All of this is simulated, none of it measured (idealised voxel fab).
Process module, titled voxel capacitor over wiring
Section shown: cut. Width: 285 nm. Cell size: 5 nm, square.
Heads up, the way a cross-section reads in here is a grid of square cells, handed over as bands from the top down, with every band being one or more rows of cells.
Read a band's entry like this: the first values are the height of its top and the height of its bottom in nm, and what follows is the sequence of materials from left to right, each with its width in nm. Note that "empty" is empty space, and that a single material marked "full width" reaches across the band from edge to edge.
Counting heights begins at 0, where everything beneath is, in the wafer as received, one material. The lowest band has no bottom; it goes on downwards, as "0 nm and below" shows.
A two-number width, for instance "30->40", indicates that the width is equal to the first number in the top row of the band and to the second number in the bottom row, and that it changes by a constant amount per row of cells.
It should be understood that the words "changes: none", when stated for a given step, signify that the cross-section underwent no change in any of its cells during that step.
What "Closed void roster" gives you is every empty space of 8 cells or more that is cut off from the top. Each appears as width x height at distance, with the distance taken from the left edge and width, height and distance all in nm.
Read whatever lies past the settings on a step's line as the simulator's own remark about the step.
For masked steps, "overlay nm" on the step line gives how far right of plan the mask actually lay; a minus sign means it lay to the left.

The following list gives the planned process steps
1) RECEIVE | material Si
2) CONFORMAL_DEP | material SiO2 | thk nm 10
3) DIRECTIONAL_DEP | material TiN | thk nm 5
4) DIRECTIONAL_DEP | material Ru | thk nm 25
5) PATTERN | tone cover | mask id METAL_1 | material resist | width nm 20 | pitch nm 75 | thk nm 20 | overlay nm 0
6) DIRECTIONAL_ETCH | etch materials Ru | depth nm 25
7) DIRECTIONAL_ETCH | etch materials TiN | depth nm 5
8) STRIP | etch materials resist
9) CONFORMAL_DEP | material SiN | thk nm 5
10) FILL_DEP | material lowk | thk nm 5
11) CMP | height nm 40
12) CONFORMAL_DEP | material SiCN | thk nm 5
13) DIRECTIONAL_DEP | material SiO2 | thk nm 20
14) DIRECTIONAL_DEP | material aC | thk nm 10
15) PATTERN | tone open | mask id PLUG_1 | material resist | width nm 15 | thk nm 30 | overlay nm 0
16) DIRECTIONAL_ETCH | etch materials aC | depth nm 10
17) STRIP | etch materials resist
18) DIRECTIONAL_ETCH | etch materials SiO2 | depth nm 20
19) DIRECTIONAL_ETCH | etch materials SiCN | depth nm 5
20) STRIP | etch materials aC
21) EPI | material Ru | thk nm 10
22) EPI | material Ru | thk nm 10
23) EPI | material Ru | thk nm 5
24) DIRECTIONAL_DEP | material TiN | thk nm 10
25) DIRECTIONAL_DEP | material Al2O3 | thk nm 5
26) DIRECTIONAL_DEP | material TiN | thk nm 5
27) DIRECTIONAL_DEP | material aC | thk nm 15
28) PATTERN | tone cover | mask id UPPER_PLATE | material resist | width nm 60 | thk nm 35 | overlay nm 0
29) DIRECTIONAL_ETCH | etch materials aC | depth nm 15
30) STRIP | etch materials resist
31) DIRECTIONAL_ETCH | etch materials TiN | depth nm 5
32) DIRECTIONAL_ETCH | etch materials Al2O3 | depth nm 5
33) STRIP | etch materials aC
34) MASKED_ETCH | tone cover | mask id LOWER_PLATE | width nm 60 | etch materials TiN | depth nm 10 | overlay nm 0
35) FILL_DEP | material SiO2 | thk nm 20
36) CMP | height nm 100
37) PATTERN | tone open | mask id PLUG_2 | material resist | width nm 15 | thk nm 15 | overlay nm 0
38) DIRECTIONAL_ETCH | etch materials SiO2 | depth nm 15
39) STRIP | etch materials resist
40) CONFORMAL_DEP | material TiN | thk nm 5
41) FILL_DEP | material Cu | thk nm 5
42) CMP | height nm 100
43) CONFORMAL_DEP | material SiN | thk nm 5
Wafer-to-wafer difference: width nm, step 34. Common start. Plan = first wafer's value.

Incoming state of the first of several wafers in cross-section: after step 1
- 0 nm and below = Si full width
- Closed void roster: none

The first of several wafers, seen in cross-section after the module's last step, step 43
- 105 nm to 100 nm = SiN full width
- 100 nm to 90 nm = 110 nm SiO2 | 5 nm TiN | 5 nm Cu | 5 nm TiN | 160 nm SiO2
- 90 nm to 80 nm = 110->100 nm SiO2 | 15->60 nm TiN | 160->125 nm SiO2
- 80 nm to 75 nm = 100 nm SiO2 | 60 nm Al2O3 | 125 nm SiO2
- 75 nm to 65 nm = 100 nm SiO2 | 60 nm TiN | 125 nm SiO2
- 65 nm to 45 nm = 100 nm SiO2 | 15 nm Ru | 170 nm SiO2
- 45 nm to 40 nm = 100 nm SiCN | 15 nm Ru | 170 nm SiCN
- 40 nm to 15 nm = 90 nm lowk | 5 nm SiN | 20 nm Ru | 5 nm SiN | 45 nm lowk | 5 nm SiN | 20 nm Ru | 5 nm SiN | 90 nm lowk
- 15 nm to 10 nm = 95 nm SiN | 20 nm TiN | 55 nm SiN | 20 nm TiN | 95 nm SiN
- 10 nm to 0 nm = SiO2 full width
- 0 nm and below = Si full width
- Closed void roster: none

Cross-section, module end, final of several wafers
- 105 nm to 100 nm = SiN full width
- 100 nm to 90 nm = 110 nm SiO2 | 5 nm TiN | 5 nm Cu | 5 nm TiN | 160 nm SiO2
- 90 nm to 80 nm = 110->100 nm SiO2 | 15->60 nm TiN | 160->125 nm SiO2
- 80 nm to 75 nm = 100 nm SiO2 | 60 nm Al2O3 | 125 nm SiO2
- 75 nm to 65 nm = 90 nm SiO2 | 85 nm TiN | 110 nm SiO2
- 65 nm to 45 nm = 100 nm SiO2 | 15 nm Ru | 170 nm SiO2
- 45 nm to 40 nm = 100 nm SiCN | 15 nm Ru | 170 nm SiCN
- 40 nm to 15 nm = 90 nm lowk | 5 nm SiN | 20 nm Ru | 5 nm SiN | 45 nm lowk | 5 nm SiN | 20 nm Ru | 5 nm SiN | 90 nm lowk
- 15 nm to 10 nm = 95 nm SiN | 20 nm TiN | 55 nm SiN | 20 nm TiN | 95 nm SiN
- 10 nm to 0 nm = SiO2 full width
- 0 nm and below = Si full width
- Closed void roster: none

The table below has one row for each wafer; a row shows, as of the end of the module, how many cells of each material the wafer has gained, marked (+), or lost, marked (-), since it was received, and then the wafer's closed voids
width nm 60, +12 Al2O3, +2 Cu, +55 Ru, +54 SiCN, +126 SiN, +672 SiO2, +51 TiN, +225 lowk, Closed void roster: none
width nm 65, +12 Al2O3, +2 Cu, +55 Ru, +54 SiCN, +126 SiN, +670 SiO2, +53 TiN, +225 lowk, Closed void roster: none
width nm 70, +12 Al2O3, +2 Cu, +55 Ru, +54 SiCN, +126 SiN, +668 SiO2, +55 TiN, +225 lowk, Closed void roster: none
width nm 75, +12 Al2O3, +2 Cu, +55 Ru, +54 SiCN, +126 SiN, +666 SiO2, +57 TiN, +225 lowk, Closed void roster: none
width nm 80, +12 Al2O3, +2 Cu, +55 Ru, +54 SiCN, +126 SiN, +664 SiO2, +59 TiN, +225 lowk, Closed void roster: none
width nm 85, +12 Al2O3, +2 Cu, +55 Ru, +54 SiCN, +126 SiN, +662 SiO2, +61 TiN, +225 lowk, Closed void roster: none
